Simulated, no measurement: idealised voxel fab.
The process module presented herein is designated voxel air gaps.
Each square cell in cross-section cut measures 5 nm, and the section as a whole is 245 nm wide.
This document writes a cross-section as a grid whose cells are square, and gives it as bands, listed from the top down; one or more rows of cells form a band. Band entry format. Leading values: height of top, height of bottom, nm. Remainder: materials in left-to-right order, each with its width in nm. Special words: "all across" on a single material, which then fills the band edge to edge; "air", empty space. Convention: height 0 is the level below which the wafer, as received, is all one material. The lowest band does not terminate at the bottom but continues downward, represented as "0 down". The notation "30->40" denotes a width that varies across the rows of cells in the band, beginning at the first number in the top row, finishing at the second number in the bottom row, and changing by an identical amount from each row to the next. "nothing changed" after a step means that no cell of the cross-section changed. Entry "Closed internal cavities" = empty spaces >= 8 cells with no open way to the top; each as width x height at distance, distance from left edge, all nm. Read whatever lies past the settings on a step's line as the simulator's own remark about the step. "overlay nm" answers the question of how far to the right of plan the mask lay on a step that has a mask, and when it is negative the answer is to the left.
PLANNED PROCESS STEPS
1,RECEIVE, material Si
2,CONFORMAL_DEP, material SiO2, thk nm 10
3,CONFORMAL_DEP, material SiN, thk nm 5
4,DIRECTIONAL_DEP, material lowk, thk nm 40
5,DIRECTIONAL_DEP, material aC, thk nm 10
6,PATTERN, tone open, mask id LINES, material resist, width nm 25, pitch nm 50, thk nm 30, overlay nm 0
7,DIRECTIONAL_ETCH, etch materials aC, depth nm 10
8,STRIP, etch materials resist
9,DIRECTIONAL_ETCH, etch materials lowk, depth nm 40
10,STRIP, etch materials aC
11,CONFORMAL_DEP, material TiN, thk nm 5
12,FILL_DEP, material Ru, thk nm 5
13,CMP, height nm 55
14,EPI, material Ru, thk nm 10
15,SELECTIVE_ETCH, etch materials lowk, depth nm 50
16,CONFORMAL_DEP, material SiN, thk nm 5
HERE'S WHAT THE WAFER LOOKED LIKE IN CROSS-SECTION WHEN IT ARRIVED - THAT'S AFTER STEP 1
0 down  Si all across
Closed internal cavities: none
LOOK AT THE CROSS-SECTION AFTER THE MODULE: THE WAFER STARTED OUT THE WAY SHOWN ABOVE AND THE PLAN WAS THE ONE SHOWN ABOVE, YET ONE MISTAKE WAS MADE ALONG THE WAY
70 to 65  air (50); SiN (45); air (5); SiN (45); air (5); SiN (45); air (50)
65 to 55  air (50); SiN (5); Ru (35); SiN (5); air (5); SiN (5); Ru (35); SiN (5); air (5); SiN (5); Ru (35); SiN (5); air (50)
55 to 50  air (50); SiN (15); TiN (5); Ru (5); TiN (5); SiN (15); air (5); SiN (15); TiN (5); Ru (5); TiN (5); SiN (15); air (5); SiN (15); TiN (5); Ru (5); TiN (5); SiN (15); air (50)
50 to 20  air (60); SiN (5); TiN (5); Ru (5); TiN (5); SiN (5); air (25); SiN (5); TiN (5); Ru (5); TiN (5); SiN (5); air (25); SiN (5); TiN (5); Ru (5); TiN (5); SiN (5); air (60)
20 to 15  SiN (65); TiN (15); SiN (35); TiN (15); SiN (35); TiN (15); SiN (65)
15 to 10  SiN all across
10 to 0  SiO2 all across
0 down  Si all across
Closed internal cavities: none
Which mistake was made when the wafer was run? step 6 did not happen as planned, as run it was PATTERN, tone open, mask id LINES, material resist, width nm 15, pitch nm 50, thk nm 30, overlay nm 0
